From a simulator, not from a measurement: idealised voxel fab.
process module | voxel wiring stack
cross-section cut | 285 nm wide | cells 5 nm
A cross-section is a grid of square cells, given in bands from the top down. A band is one or more rows of cells.
Each band's line starts with the height of the band's top and of its bottom, in nm. Then come its materials from left to right, each with its width in nm. One material with "throughout" fills the band from edge to edge. "air" is empty space.
Height 0 is the level under which the wafer as received is all one material. The lowest band goes on downwards, as in "0 down".
A width such as "30 to 40" changes by the same amount from each row of cells to the next, from the band's top row to its bottom row.
"no change" after a step means that no cell of the cross-section changed.
closed voids: empty space of 8 cells or more with no open way to the top, each as width x height at its distance from the left edge, in nm
after a step's settings: what the simulator itself notes on the step
overlay nm, on a step with a mask: how far to the right of its planned place the mask lay; to the left if negative
Each pair below shows a cross-section before one step and the cross-section after it, down to the lowest band that changed. The line under each pair gives the step between them, with its settings. The pairs can come from different runs of this module on the same starting wafer, so a pair continues from the pair above only where its "before" says so.
before
  0 down: Si throughout
  closed voids: none
after
  15 to 0: SiO2 throughout
  below 0: unchanged
  closed voids: none
the step between: op CONFORMAL_DEP | material SiO2 | thk nm 15
before: the cross-section after the pair above
after
  20 to 15: TiN throughout
  below 15: unchanged
  closed voids: none
the step between: op DIRECTIONAL_DEP | material TiN | thk nm 5
before: the cross-section after the pair above
after
  35 to 20: Ru throughout
  below 20: unchanged
  closed voids: none
the step between: op DIRECTIONAL_DEP | material Ru | thk nm 15
before: the cross-section after the pair above
after
  55 to 35: air 90 | resist 25 | air 15 | resist 25 | air 15 | resist 25 | air 90
  below 35: unchanged
  closed voids: none
the step between: op PATTERN | tone cover | mask id METAL_1 | material resist | width nm 25 | pitch nm 40 | thk nm 20 | overlay nm 0
before: the cross-section after the pair above
after
  55 to 35: air 90 | resist 25 | air 15 | resist 25 | air 15 | resist 25 | air 90
  35 to 20: air 90 | Ru 25 | air 15 | Ru 25 | air 15 | Ru 25 | air 90
  below 20: unchanged
  closed voids: none
the step between: op DIRECTIONAL_ETCH | etch materials Ru | depth nm 15
before: the cross-section after the pair above
after
  55 to 35: air 90 | resist 25 | air 15 | resist 25 | air 15 | resist 25 | air 90
  35 to 20: air 90 | Ru 25 | air 15 | Ru 25 | air 15 | Ru 25 | air 90
  20 to 15: air 90 | TiN 25 | air 15 | TiN 25 | air 15 | TiN 25 | air 90
  below 15: unchanged
  closed voids: none
the step between: op DIRECTIONAL_ETCH | etch materials TiN | depth nm 5
before: the cross-section after the pair above
after
  35 to 20: air 90 | Ru 25 | air 15 | Ru 25 | air 15 | Ru 25 | air 90
  below 20: unchanged
  closed voids: none
the step between: op STRIP | etch materials resist
before: the cross-section after the pair above
after
  40 to 35: air 85 | SiCN 35 | air 5 | SiCN 35 | air 5 | SiCN 35 | air 85
  35 to 20: air 85 | SiCN 5 | Ru 25 | SiCN 5 | air 5 | SiCN 5 | Ru 25 | SiCN 5 | air 5 | SiCN 5 | Ru 25 | SiCN 5 | air 85
  20 to 15: SiCN 90 | TiN 25 | SiCN 15 | TiN 25 | SiCN 15 | TiN 25 | SiCN 90
  below 15: unchanged
  closed voids: none
the step between: op CONFORMAL_DEP | material SiCN | thk nm 5
before: the cross-section after the pair above
after
  50 to 40: SiO2 throughout
  40 to 35: SiO2 85 | SiCN 35 | SiO2 5 | SiCN 35 | SiO2 5 | SiCN 35 | SiO2 85
  35 to 20: SiO2 85 | SiCN 5 | Ru 25 | SiCN 5 | SiO2 5 | SiCN 5 | Ru 25 | SiCN 5 | SiO2 5 | SiCN 5 | Ru 25 | SiCN 5 | SiO2 85
  below 20: unchanged
  closed voids: none
the step between: op FILL_DEP | material SiO2 | thk nm 10
before: the cross-section after the pair above
after
  35 to 20: SiO2 85 | SiCN 5 | Ru 25 | SiCN 5 | SiO2 5 | SiCN 5 | Ru 25 | SiCN 5 | SiO2 5 | SiCN 5 | Ru 25 | SiCN 5 | SiO2 85
  below 20: unchanged
  closed voids: none
the step between: op CMP | height nm 35
before: the cross-section after the pair above
after
  40 to 35: SiCN throughout
  below 35: unchanged
  closed voids: none
the step between: op CONFORMAL_DEP | material SiCN | thk nm 5
before: the cross-section after the pair above
after
  65 to 40: SiO2 throughout
  below 40: unchanged
  closed voids: none
the step between: op DIRECTIONAL_DEP | material SiO2 | thk nm 25
before: the cross-section after the pair above
after
  85 to 65: resist 90 | air 15 | resist 25 | air 15 | resist 25 | air 15 | resist 100
  below 65: unchanged
  closed voids: none
the step between: op PATTERN | tone open | mask id METAL_2_HOLES | material resist | width nm 15 | pitch nm 40 | thk nm 20 | overlay nm 0
before: the cross-section after the pair above
after
  85 to 65: resist 90 | air 15 | resist 25 | air 15 | resist 25 | air 15 | resist 100
  65 to 40: SiO2 90 | air 15 | SiO2 25 | air 15 | SiO2 25 | air 15 | SiO2 100
  below 40: unchanged
  closed voids: none
the step between: op DIRECTIONAL_ETCH | etch materials SiO2 | depth nm 25
before: the cross-section after the pair above
after
  65 to 40: SiO2 90 | air 15 | SiO2 25 | air 15 | SiO2 25 | air 15 | SiO2 100
  below 40: unchanged
  closed voids: none
the step between: op STRIP | etch materials resist
before: the cross-section after the pair above
after
  75 to 65: aC 90 | air 15 | aC 25 | air 15 | aC 25 | air 15 | aC 100
  65 to 50: SiO2 90 | air 15 | SiO2 25 | air 15 | SiO2 25 | air 15 | SiO2 100
  50 to 40: SiO2 90 | aC 15 | SiO2 25 | aC 15 | SiO2 25 | aC 15 | SiO2 100
  below 40: unchanged
  closed voids: none
the step between: op DIRECTIONAL_DEP | material aC | thk nm 10
before: the cross-section after the pair above
after
  100 to 75: resist 90 | air 25 | resist 15 | air 25 | resist 15 | air 25 | resist 90
  below 75: unchanged
  closed voids: none
the step between: op PATTERN | tone open | mask id METAL_2 | material resist | width nm 25 | pitch nm 40 | thk nm 25 | overlay nm 0
before: the cross-section after the pair above
after
  90 to 75: resist 90 | air 25 | resist 15 | air 25 | resist 15 | air 25 | resist 90
  75 to 65: aC 90 | air 25 | aC 15 | air 25 | aC 15 | air 25 | aC 90
  65 to 40: SiO2 90 | air 15 | SiO2 25 | air 15 | SiO2 25 | air 15 | SiO2 100
  below 40: unchanged
  closed voids: none
the step between: op DIRECTIONAL_ETCH | etch materials aC | depth nm 10
before: the cross-section after the pair above
after
  75 to 65: aC 90 | air 25 | aC 15 | air 25 | aC 15 | air 25 | aC 90
  below 65: unchanged
  closed voids: none
the step between: op STRIP | etch materials resist
before: the cross-section after the pair above
after
  75 to 65: aC 90 | air 25 | aC 15 | air 25 | aC 15 | air 25 | aC 90
  65 to 50: SiO2 90 | air 25 | SiO2 15 | air 25 | SiO2 15 | air 25 | SiO2 90
  below 50: unchanged
  closed voids: none
the step between: op DIRECTIONAL_ETCH | etch materials SiO2 | depth nm 15
before: the cross-section after the pair above
after
  75 to 65: aC 90 | air 25 | aC 15 | air 25 | aC 15 | air 25 | aC 90
  65 to 50: SiO2 90 | air 25 | SiO2 15 | air 25 | SiO2 15 | air 25 | SiO2 90
  50 to 40: SiO2 90 | air 15 | SiO2 25 | air 15 | SiO2 25 | air 15 | SiO2 100
  40 to 35: SiCN 90 | air 15 | SiCN 25 | air 15 | SiCN 25 | air 15 | SiCN 100
  below 35: unchanged
  closed voids: none
the step between: op DIRECTIONAL_ETCH | etch materials SiCN | depth nm 5
before: the cross-section after the pair above
after
  65 to 50: SiO2 90 | air 25 | SiO2 15 | air 25 | SiO2 15 | air 25 | SiO2 90
  below 50: unchanged
  closed voids: none
the step between: op STRIP | etch materials aC
before: the cross-section after the pair above
after
  70 to 65: TiN 95 | air 15 | TiN 25 | air 15 | TiN 25 | air 15 | TiN 95
  65 to 55: SiO2 90 | TiN 5 | air 15 | TiN 5 | SiO2 15 | TiN 5 | air 15 | TiN 5 | SiO2 15 | TiN 5 | air 15 | TiN 5 | SiO2 90
  55 to 50: SiO2 90 | TiN 5 | air 5 | TiN 15 | SiO2 15 | TiN 5 | air 5 | TiN 15 | SiO2 15 | TiN 5 | air 5 | TiN 15 | SiO2 90
  50 to 40: SiO2 90 | TiN 5 | air 5 | TiN 5 | SiO2 25 | TiN 5 | air 5 | TiN 5 | SiO2 25 | TiN 5 | air 5 | TiN 5 | SiO2 100
  40 to 35: SiCN 90 | TiN 15 | SiCN 25 | TiN 15 | SiCN 25 | TiN 15 | SiCN 100
  below 35: unchanged
  closed voids: none
the step between: op CONFORMAL_DEP | material TiN | thk nm 5
before: the cross-section after the pair above
after
  80 to 70: Ru throughout
  70 to 65: TiN 95 | Ru 15 | TiN 25 | Ru 15 | TiN 25 | Ru 15 | TiN 95
  65 to 55: SiO2 90 | TiN 5 | Ru 15 | TiN 5 | SiO2 15 | TiN 5 | Ru 15 | TiN 5 | SiO2 15 | TiN 5 | Ru 15 | TiN 5 | SiO2 90
  55 to 50: SiO2 90 | TiN 5 | Ru 5 | TiN 15 | SiO2 15 | TiN 5 | Ru 5 | TiN 15 | SiO2 15 | TiN 5 | Ru 5 | TiN 15 | SiO2 90
  50 to 40: SiO2 90 | TiN 5 | Ru 5 | TiN 5 | SiO2 25 | TiN 5 | Ru 5 | TiN 5 | SiO2 25 | TiN 5 | Ru 5 | TiN 5 | SiO2 100
  below 40: unchanged
  closed voids: none
the step between: op FILL_DEP | material Ru | thk nm 10
before: the cross-section after the pair above
after
  65 to 55: SiO2 90 | TiN 5 | Ru 15 | TiN 5 | SiO2 15 | TiN 5 | Ru 15 | TiN 5 | SiO2 15 | TiN 5 | Ru 15 | TiN 5 | SiO2 90
  below 55: unchanged
  closed voids: none
the step between: op CMP | height nm 65
before: the cross-section after the pair above
after
  70 to 65: SiN throughout
  below 65: unchanged
  closed voids: none
the step between: op CONFORMAL_DEP | material SiN | thk nm 5
before
  50 to 40: SiO2 throughout
  40 to 35: SiO2 85 | SiCN 35 | SiO2 5 | SiCN 35 | SiO2 5 | SiCN 35 | SiO2 85
  35 to 20: SiO2 85 | SiCN 5 | Ru 25 | SiCN 5 | SiO2 5 | SiCN 5 | Ru 25 | SiCN 5 | SiO2 5 | SiCN 5 | Ru 25 | SiCN 5 | SiO2 85
  20 to 15: SiCN 90 | TiN 25 | SiCN 15 | TiN 25 | SiCN 15 | TiN 25 | SiCN 90
  15 to 0: SiO2 throughout
  0 down: Si throughout
  closed voids: none
after
  55 to 50: SiCN throughout
  below 50: unchanged
  closed voids: none
the step between: op CONFORMAL_DEP | material SiCN | thk nm 5
before: the cross-section after the pair above
after
  80 to 55: SiO2 throughout
  below 55: unchanged
  closed voids: none
the step between: op DIRECTIONAL_DEP | material SiO2 | thk nm 25
before: the cross-section after the pair above
after
  100 to 80: resist 90 | air 15 | resist 25 | air 15 | resist 25 | air 15 | resist 100
  below 80: unchanged
  closed voids: none
the step between: op PATTERN | tone open | mask id METAL_2_HOLES | material resist | width nm 15 | pitch nm 40 | thk nm 20 | overlay nm 0
before: the cross-section after the pair above
after
  100 to 80: resist 90 | air 15 | resist 25 | air 15 | resist 25 | air 15 | resist 100
  80 to 55: SiO2 90 | air 15 | SiO2 25 | air 15 | SiO2 25 | air 15 | SiO2 100
  below 55: unchanged
  closed voids: none
the step between: op DIRECTIONAL_ETCH | etch materials SiO2 | depth nm 25
before: the cross-section after the pair above
after
  80 to 55: SiO2 90 | air 15 | SiO2 25 | air 15 | SiO2 25 | air 15 | SiO2 100
  below 55: unchanged
  closed voids: none
the step between: op STRIP | etch materials resist
before: the cross-section after the pair above
after
  90 to 80: aC 90 | air 15 | aC 25 | air 15 | aC 25 | air 15 | aC 100
  80 to 65: SiO2 90 | air 15 | SiO2 25 | air 15 | SiO2 25 | air 15 | SiO2 100
  65 to 55: SiO2 90 | aC 15 | SiO2 25 | aC 15 | SiO2 25 | aC 15 | SiO2 100
  below 55: unchanged
  closed voids: none
the step between: op DIRECTIONAL_DEP | material aC | thk nm 10
before: the cross-section after the pair above
after
  115 to 90: resist 90 | air 25 | resist 15 | air 25 | resist 15 | air 25 | resist 90
  below 90: unchanged
  closed voids: none
the step between: op PATTERN | tone open | mask id METAL_2 | material resist | width nm 25 | pitch nm 40 | thk nm 25 | overlay nm 0
before: the cross-section after the pair above
after
  105 to 90: resist 90 | air 25 | resist 15 | air 25 | resist 15 | air 25 | resist 90
  90 to 80: aC 90 | air 25 | aC 15 | air 25 | aC 15 | air 25 | aC 90
  80 to 55: SiO2 90 | air 15 | SiO2 25 | air 15 | SiO2 25 | air 15 | SiO2 100
  below 55: unchanged
  closed voids: none
the step between: op DIRECTIONAL_ETCH | etch materials aC | depth nm 10
before: the cross-section after the pair above
after
  90 to 80: aC 90 | air 25 | aC 15 | air 25 | aC 15 | air 25 | aC 90
  below 80: unchanged
  closed voids: none
the step between: op STRIP | etch materials resist
before: the cross-section after the pair above
after
  90 to 80: aC 90 | air 25 | aC 15 | air 25 | aC 15 | air 25 | aC 90
  80 to 65: SiO2 90 | air 25 | SiO2 15 | air 25 | SiO2 15 | air 25 | SiO2 90
  below 65: unchanged
  closed voids: none
the step between: op DIRECTIONAL_ETCH | etch materials SiO2 | depth nm 15
before: the cross-section after the pair above
after
  90 to 80: aC 90 | air 25 | aC 15 | air 25 | aC 15 | air 25 | aC 90
  80 to 65: SiO2 90 | air 25 | SiO2 15 | air 25 | SiO2 15 | air 25 | SiO2 90
  65 to 55: SiO2 90 | air 15 | SiO2 25 | air 15 | SiO2 25 | air 15 | SiO2 100
  55 to 50: SiCN 90 | air 15 | SiCN 25 | air 15 | SiCN 25 | air 15 | SiCN 100
  below 50: unchanged
  closed voids: none
the step between: op DIRECTIONAL_ETCH | etch materials SiCN | depth nm 5
before: the cross-section after the pair above
after
  80 to 65: SiO2 90 | air 25 | SiO2 15 | air 25 | SiO2 15 | air 25 | SiO2 90
  below 65: unchanged
  closed voids: none
the step between: op STRIP | etch materials aC
before: the cross-section after the pair above
after
  85 to 80: TiN 95 | air 15 | TiN 25 | air 15 | TiN 25 | air 15 | TiN 95
  80 to 70: SiO2 90 | TiN 5 | air 15 | TiN 5 | SiO2 15 | TiN 5 | air 15 | TiN 5 | SiO2 15 | TiN 5 | air 15 | TiN 5 | SiO2 90
  70 to 65: SiO2 90 | TiN 5 | air 5 | TiN 15 | SiO2 15 | TiN 5 | air 5 | TiN 15 | SiO2 15 | TiN 5 | air 5 | TiN 15 | SiO2 90
  65 to 55: SiO2 90 | TiN 5 | air 5 | TiN 5 | SiO2 25 | TiN 5 | air 5 | TiN 5 | SiO2 25 | TiN 5 | air 5 | TiN 5 | SiO2 100
  55 to 50: SiCN 90 | TiN 15 | SiCN 25 | TiN 15 | SiCN 25 | TiN 15 | SiCN 100
  below 50: unchanged
  closed voids: none
the step between: op CONFORMAL_DEP | material TiN | thk nm 5
before: the cross-section after the pair above
after
  95 to 85: Ru throughout
  85 to 80: TiN 95 | Ru 15 | TiN 25 | Ru 15 | TiN 25 | Ru 15 | TiN 95
  80 to 70: SiO2 90 | TiN 5 | Ru 15 | TiN 5 | SiO2 15 | TiN 5 | Ru 15 | TiN 5 | SiO2 15 | TiN 5 | Ru 15 | TiN 5 | SiO2 90
  70 to 65: SiO2 90 | TiN 5 | Ru 5 | TiN 15 | SiO2 15 | TiN 5 | Ru 5 | TiN 15 | SiO2 15 | TiN 5 | Ru 5 | TiN 15 | SiO2 90
  65 to 55: SiO2 90 | TiN 5 | Ru 5 | TiN 5 | SiO2 25 | TiN 5 | Ru 5 | TiN 5 | SiO2 25 | TiN 5 | Ru 5 | TiN 5 | SiO2 100
  below 55: unchanged
  closed voids: none
the step between: op FILL_DEP | material Ru | thk nm 10
before: the cross-section after the pair above
after
  65 to 55: SiO2 90 | TiN 5 | Ru 5 | TiN 5 | SiO2 25 | TiN 5 | Ru 5 | TiN 5 | SiO2 25 | TiN 5 | Ru 5 | TiN 5 | SiO2 100
  below 55: unchanged
  closed voids: none
the step between: op CMP | height nm 65
before: the cross-section after the pair above
after
  70 to 65: SiN throughout
  below 65: unchanged
  closed voids: none
the step between: op CONFORMAL_DEP | material SiN | thk nm 5
before
  15 to 0: SiO2 throughout
  0 down: Si throughout
  closed voids: none
after
  30 to 0: SiO2 throughout
  below 0: unchanged
  closed voids: none
the step between: op CONFORMAL_DEP | material SiO2 | thk nm 15
before: the cross-section after the pair above
after
  35 to 30: TiN throughout
  below 30: unchanged
  closed voids: none
the step between: op DIRECTIONAL_DEP | material TiN | thk nm 5
before: the cross-section after the pair above
after
  50 to 35: Ru throughout
  below 35: unchanged
  closed voids: none
the step between: op DIRECTIONAL_DEP | material Ru | thk nm 15
before: the cross-section after the pair above
after
  70 to 50: air 90 | resist 25 | air 15 | resist 25 | air 15 | resist 25 | air 90
  below 50: unchanged
  closed voids: none
the step between: op PATTERN | tone cover | mask id METAL_1 | material resist | width nm 25 | pitch nm 40 | thk nm 20 | overlay nm 0
before: the cross-section after the pair above
after
  70 to 50: air 90 | resist 25 | air 15 | resist 25 | air 15 | resist 25 | air 90
  50 to 35: air 90 | Ru 25 | air 15 | Ru 25 | air 15 | Ru 25 | air 90
  below 35: unchanged
  closed voids: none
the step between: op DIRECTIONAL_ETCH | etch materials Ru | depth nm 15
before: the cross-section after the pair above
after
  70 to 50: air 90 | resist 25 | air 15 | resist 25 | air 15 | resist 25 | air 90
  50 to 35: air 90 | Ru 25 | air 15 | Ru 25 | air 15 | Ru 25 | air 90
  35 to 30: air 90 | TiN 25 | air 15 | TiN 25 | air 15 | TiN 25 | air 90
  below 30: unchanged
  closed voids: none
the step between: op DIRECTIONAL_ETCH | etch materials TiN | depth nm 5
before: the cross-section after the pair above
after
  50 to 35: air 90 | Ru 25 | air 15 | Ru 25 | air 15 | Ru 25 | air 90
  below 35: unchanged
  closed voids: none
the step between: op STRIP | etch materials resist
before: the cross-section after the pair above
after
  55 to 50: air 85 | SiCN 35 | air 5 | SiCN 35 | air 5 | SiCN 35 | air 85
  50 to 35: air 85 | SiCN 5 | Ru 25 | SiCN 5 | air 5 | SiCN 5 | Ru 25 | SiCN 5 | air 5 | SiCN 5 | Ru 25 | SiCN 5 | air 85
  35 to 30: SiCN 90 | TiN 25 | SiCN 15 | TiN 25 | SiCN 15 | TiN 25 | SiCN 90
  below 30: unchanged
  closed voids: none
the step between: op CONFORMAL_DEP | material SiCN | thk nm 5
before: the cross-section after the pair above
after
  65 to 55: SiO2 throughout
  55 to 50: SiO2 85 | SiCN 35 | SiO2 5 | SiCN 35 | SiO2 5 | SiCN 35 | SiO2 85
  50 to 35: SiO2 85 | SiCN 5 | Ru 25 | SiCN 5 | SiO2 5 | SiCN 5 | Ru 25 | SiCN 5 | SiO2 5 | SiCN 5 | Ru 25 | SiCN 5 | SiO2 85
  below 35: unchanged
  closed voids: none
the step between: op FILL_DEP | material SiO2 | thk nm 10
before: the cross-section after the pair above
after
  35 to 30: SiCN 90 | TiN 25 | SiCN 15 | TiN 25 | SiCN 15 | TiN 25 | SiCN 90
  below 30: unchanged
  closed voids: none
the step between: op CMP | height nm 35
before: the cross-section after the pair above
after
  40 to 35: SiCN throughout
  below 35: unchanged
  closed voids: none
the step between: op CONFORMAL_DEP | material SiCN | thk nm 5
before: the cross-section after the pair above
after
  65 to 40: SiO2 throughout
  below 40: unchanged
  closed voids: none
the step between: op DIRECTIONAL_DEP | material SiO2 | thk nm 25
before: the cross-section after the pair above
after
  85 to 65: resist 90 | air 15 | resist 25 | air 15 | resist 25 | air 15 | resist 100
  below 65: unchanged
  closed voids: none
the step between: op PATTERN | tone open | mask id METAL_2_HOLES | material resist | width nm 15 | pitch nm 40 | thk nm 20 | overlay nm 0
before: the cross-section after the pair above
after
  85 to 65: resist 90 | air 15 | resist 25 | air 15 | resist 25 | air 15 | resist 100
  65 to 40: SiO2 90 | air 15 | SiO2 25 | air 15 | SiO2 25 | air 15 | SiO2 100
  below 40: unchanged
  closed voids: none
the step between: op DIRECTIONAL_ETCH | etch materials SiO2 | depth nm 25
before: the cross-section after the pair above
after
  65 to 40: SiO2 90 | air 15 | SiO2 25 | air 15 | SiO2 25 | air 15 | SiO2 100
  below 40: unchanged
  closed voids: none
the step between: op STRIP | etch materials resist
before: the cross-section after the pair above
after
  75 to 65: aC 90 | air 15 | aC 25 | air 15 | aC 25 | air 15 | aC 100
  65 to 50: SiO2 90 | air 15 | SiO2 25 | air 15 | SiO2 25 | air 15 | SiO2 100
  50 to 40: SiO2 90 | aC 15 | SiO2 25 | aC 15 | SiO2 25 | aC 15 | SiO2 100
  below 40: unchanged
  closed voids: none
the step between: op DIRECTIONAL_DEP | material aC | thk nm 10
before: the cross-section after the pair above
after
  100 to 75: resist 90 | air 25 | resist 15 | air 25 | resist 15 | air 25 | resist 90
  below 75: unchanged
  closed voids: none
the step between: op PATTERN | tone open | mask id METAL_2 | material resist | width nm 25 | pitch nm 40 | thk nm 25 | overlay nm 0
before: the cross-section after the pair above
after
  90 to 75: resist 90 | air 25 | resist 15 | air 25 | resist 15 | air 25 | resist 90
  75 to 65: aC 90 | air 25 | aC 15 | air 25 | aC 15 | air 25 | aC 90
  65 to 40: SiO2 90 | air 15 | SiO2 25 | air 15 | SiO2 25 | air 15 | SiO2 100
  below 40: unchanged
  closed voids: none
the step between: op DIRECTIONAL_ETCH | etch materials aC | depth nm 10
before: the cross-section after the pair above
after
  75 to 65: aC 90 | air 25 | aC 15 | air 25 | aC 15 | air 25 | aC 90
  below 65: unchanged
  closed voids: none
the step between: op STRIP | etch materials resist
before: the cross-section after the pair above
after
  75 to 65: aC 90 | air 25 | aC 15 | air 25 | aC 15 | air 25 | aC 90
  65 to 50: SiO2 90 | air 25 | SiO2 15 | air 25 | SiO2 15 | air 25 | SiO2 90
  below 50: unchanged
  closed voids: none
the step between: op DIRECTIONAL_ETCH | etch materials SiO2 | depth nm 15
before: the cross-section after the pair above
after
  75 to 65: aC 90 | air 25 | aC 15 | air 25 | aC 15 | air 25 | aC 90
  65 to 50: SiO2 90 | air 25 | SiO2 15 | air 25 | SiO2 15 | air 25 | SiO2 90
  50 to 40: SiO2 90 | air 15 | SiO2 25 | air 15 | SiO2 25 | air 15 | SiO2 100
  40 to 35: SiCN 90 | air 15 | SiCN 25 | air 15 | SiCN 25 | air 15 | SiCN 100
  below 35: unchanged
  closed voids: none
the step between: op DIRECTIONAL_ETCH | etch materials SiCN | depth nm 5
before: the cross-section after the pair above
after
  65 to 50: SiO2 90 | air 25 | SiO2 15 | air 25 | SiO2 15 | air 25 | SiO2 90
  below 50: unchanged
  closed voids: none
the step between: op STRIP | etch materials aC
before: the cross-section after the pair above
after
  70 to 65: TiN 95 | air 15 | TiN 25 | air 15 | TiN 25 | air 15 | TiN 95
  65 to 55: SiO2 90 | TiN 5 | air 15 | TiN 5 | SiO2 15 | TiN 5 | air 15 | TiN 5 | SiO2 15 | TiN 5 | air 15 | TiN 5 | SiO2 90
  55 to 50: SiO2 90 | TiN 5 | air 5 | TiN 15 | SiO2 15 | TiN 5 | air 5 | TiN 15 | SiO2 15 | TiN 5 | air 5 | TiN 15 | SiO2 90
  50 to 40: SiO2 90 | TiN 5 | air 5 | TiN 5 | SiO2 25 | TiN 5 | air 5 | TiN 5 | SiO2 25 | TiN 5 | air 5 | TiN 5 | SiO2 100
  40 to 30: SiCN 90 | TiN 15 to 25 | SiCN 25 to 15 | TiN 15 to 25 | SiCN 25 to 15 | TiN 15 to 25 | SiCN 100 to 90
  below 30: unchanged
  closed voids: none
the step between: op CONFORMAL_DEP | material TiN | thk nm 5
before: the cross-section after the pair above
after
  80 to 70: Ru throughout
  70 to 65: TiN 95 | Ru 15 | TiN 25 | Ru 15 | TiN 25 | Ru 15 | TiN 95
  65 to 55: SiO2 90 | TiN 5 | Ru 15 | TiN 5 | SiO2 15 | TiN 5 | Ru 15 | TiN 5 | SiO2 15 | TiN 5 | Ru 15 | TiN 5 | SiO2 90
  55 to 50: SiO2 90 | TiN 5 | Ru 5 | TiN 15 | SiO2 15 | TiN 5 | Ru 5 | TiN 15 | SiO2 15 | TiN 5 | Ru 5 | TiN 15 | SiO2 90
  50 to 40: SiO2 90 | TiN 5 | Ru 5 | TiN 5 | SiO2 25 | TiN 5 | Ru 5 | TiN 5 | SiO2 25 | TiN 5 | Ru 5 | TiN 5 | SiO2 100
  below 40: unchanged
  closed voids: none
the step between: op FILL_DEP | material Ru | thk nm 10
before: the cross-section after the pair above
after
  65 to 55: SiO2 90 | TiN 5 | Ru 15 | TiN 5 | SiO2 15 | TiN 5 | Ru 15 | TiN 5 | SiO2 15 | TiN 5 | Ru 15 | TiN 5 | SiO2 90
  below 55: unchanged
  closed voids: none
the step between: op CMP | height nm 65
before: the cross-section after the pair above
after
  70 to 65: SiN throughout
  below 65: unchanged
  closed voids: none
the step between: op CONFORMAL_DEP | material SiN | thk nm 5
before
  15 to 0: SiO2 throughout
  0 down: Si throughout
  closed voids: none
after
  30 to 15: Ru throughout
  below 15: unchanged
  closed voids: none
the step between: op DIRECTIONAL_DEP | material Ru | thk nm 15
before: the cross-section after the pair above
after
  35 to 30: TiN throughout
  below 30: unchanged
  closed voids: none
the step between: op DIRECTIONAL_DEP | material TiN | thk nm 5
before: the cross-section after the pair above
after
  55 to 35: air 90 | resist 25 | air 15 | resist 25 | air 15 | resist 25 | air 90
  below 35: unchanged
  closed voids: none
the step between: op PATTERN | tone cover | mask id METAL_1 | material resist | width nm 25 | pitch nm 40 | thk nm 20 | overlay nm 0
before: the cross-section after the pair above
after
  55 to 35: air 90 | resist 25 | air 15 | resist 25 | air 15 | resist 25 | air 90
  35 to 30: air 90 | TiN 25 | air 15 | TiN 25 | air 15 | TiN 25 | air 90
  below 30: unchanged
  closed voids: none
the step between: op DIRECTIONAL_ETCH | etch materials TiN | depth nm 5
before: the cross-section after the pair above
after
  35 to 30: air 90 | TiN 25 | air 15 | TiN 25 | air 15 | TiN 25 | air 90
  below 30: unchanged
  closed voids: none
the step between: op STRIP | etch materials resist
before: the cross-section after the pair above
after
  40 to 35: air 85 | SiCN 35 | air 5 | SiCN 35 | air 5 | SiCN 35 | air 85
  35 to 30: SiCN 90 | TiN 25 | SiCN 15 | TiN 25 | SiCN 15 | TiN 25 | SiCN 90
  below 30: unchanged
  closed voids: none
the step between: op CONFORMAL_DEP | material SiCN | thk nm 5
before: the cross-section after the pair above
after
  50 to 40: SiO2 throughout
  40 to 35: SiO2 85 | SiCN 35 | SiO2 5 | SiCN 35 | SiO2 5 | SiCN 35 | SiO2 85
  below 35: unchanged
  closed voids: none
the step between: op FILL_DEP | material SiO2 | thk nm 10
before: the cross-section after the pair above
after
  35 to 30: SiCN 90 | TiN 25 | SiCN 15 | TiN 25 | SiCN 15 | TiN 25 | SiCN 90
  below 30: unchanged
  closed voids: none
the step between: op CMP | height nm 35
before: the cross-section after the pair above
after
  40 to 35: SiCN throughout
  below 35: unchanged
  closed voids: none
the step between: op CONFORMAL_DEP | material SiCN | thk nm 5
before: the cross-section after the pair above
after
  65 to 40: SiO2 throughout
  below 40: unchanged
  closed voids: none
the step between: op DIRECTIONAL_DEP | material SiO2 | thk nm 25
before: the cross-section after the pair above
after
  85 to 65: resist 90 | air 15 | resist 25 | air 15 | resist 25 | air 15 | resist 100
  below 65: unchanged
  closed voids: none
the step between: op PATTERN | tone open | mask id METAL_2_HOLES | material resist | width nm 15 | pitch nm 40 | thk nm 20 | overlay nm 0
before: the cross-section after the pair above
after
  85 to 65: resist 90 | air 15 | resist 25 | air 15 | resist 25 | air 15 | resist 100
  65 to 40: SiO2 90 | air 15 | SiO2 25 | air 15 | SiO2 25 | air 15 | SiO2 100
  below 40: unchanged
  closed voids: none
the step between: op DIRECTIONAL_ETCH | etch materials SiO2 | depth nm 25
before: the cross-section after the pair above
after
  65 to 40: SiO2 90 | air 15 | SiO2 25 | air 15 | SiO2 25 | air 15 | SiO2 100
  below 40: unchanged
  closed voids: none
the step between: op STRIP | etch materials resist
before: the cross-section after the pair above
after
  75 to 65: aC 90 | air 15 | aC 25 | air 15 | aC 25 | air 15 | aC 100
  65 to 50: SiO2 90 | air 15 | SiO2 25 | air 15 | SiO2 25 | air 15 | SiO2 100
  50 to 40: SiO2 90 | aC 15 | SiO2 25 | aC 15 | SiO2 25 | aC 15 | SiO2 100
  below 40: unchanged
  closed voids: none
the step between: op DIRECTIONAL_DEP | material aC | thk nm 10
before: the cross-section after the pair above
after
  100 to 75: resist 90 | air 25 | resist 15 | air 25 | resist 15 | air 25 | resist 90
  below 75: unchanged
  closed voids: none
the step between: op PATTERN | tone open | mask id METAL_2 | material resist | width nm 25 | pitch nm 40 | thk nm 25 | overlay nm 0
before: the cross-section after the pair above
after
  90 to 75: resist 90 | air 25 | resist 15 | air 25 | resist 15 | air 25 | resist 90
  75 to 65: aC 90 | air 25 | aC 15 | air 25 | aC 15 | air 25 | aC 90
  65 to 40: SiO2 90 | air 15 | SiO2 25 | air 15 | SiO2 25 | air 15 | SiO2 100
  below 40: unchanged
  closed voids: none
the step between: op DIRECTIONAL_ETCH | etch materials aC | depth nm 10
before: the cross-section after the pair above
after
  75 to 65: aC 90 | air 25 | aC 15 | air 25 | aC 15 | air 25 | aC 90
  below 65: unchanged
  closed voids: none
the step between: op STRIP | etch materials resist
before: the cross-section after the pair above
after
  75 to 65: aC 90 | air 25 | aC 15 | air 25 | aC 15 | air 25 | aC 90
  65 to 50: SiO2 90 | air 25 | SiO2 15 | air 25 | SiO2 15 | air 25 | SiO2 90
  below 50: unchanged
  closed voids: none
the step between: op DIRECTIONAL_ETCH | etch materials SiO2 | depth nm 15
before: the cross-section after the pair above
after
  75 to 65: aC 90 | air 25 | aC 15 | air 25 | aC 15 | air 25 | aC 90
  65 to 50: SiO2 90 | air 25 | SiO2 15 | air 25 | SiO2 15 | air 25 | SiO2 90
  50 to 40: SiO2 90 | air 15 | SiO2 25 | air 15 | SiO2 25 | air 15 | SiO2 100
  40 to 35: SiCN 90 | air 15 | SiCN 25 | air 15 | SiCN 25 | air 15 | SiCN 100
  below 35: unchanged
  closed voids: none
the step between: op DIRECTIONAL_ETCH | etch materials SiCN | depth nm 5
before: the cross-section after the pair above
after
  65 to 50: SiO2 90 | air 25 | SiO2 15 | air 25 | SiO2 15 | air 25 | SiO2 90
  below 50: unchanged
  closed voids: none
the step between: op STRIP | etch materials aC
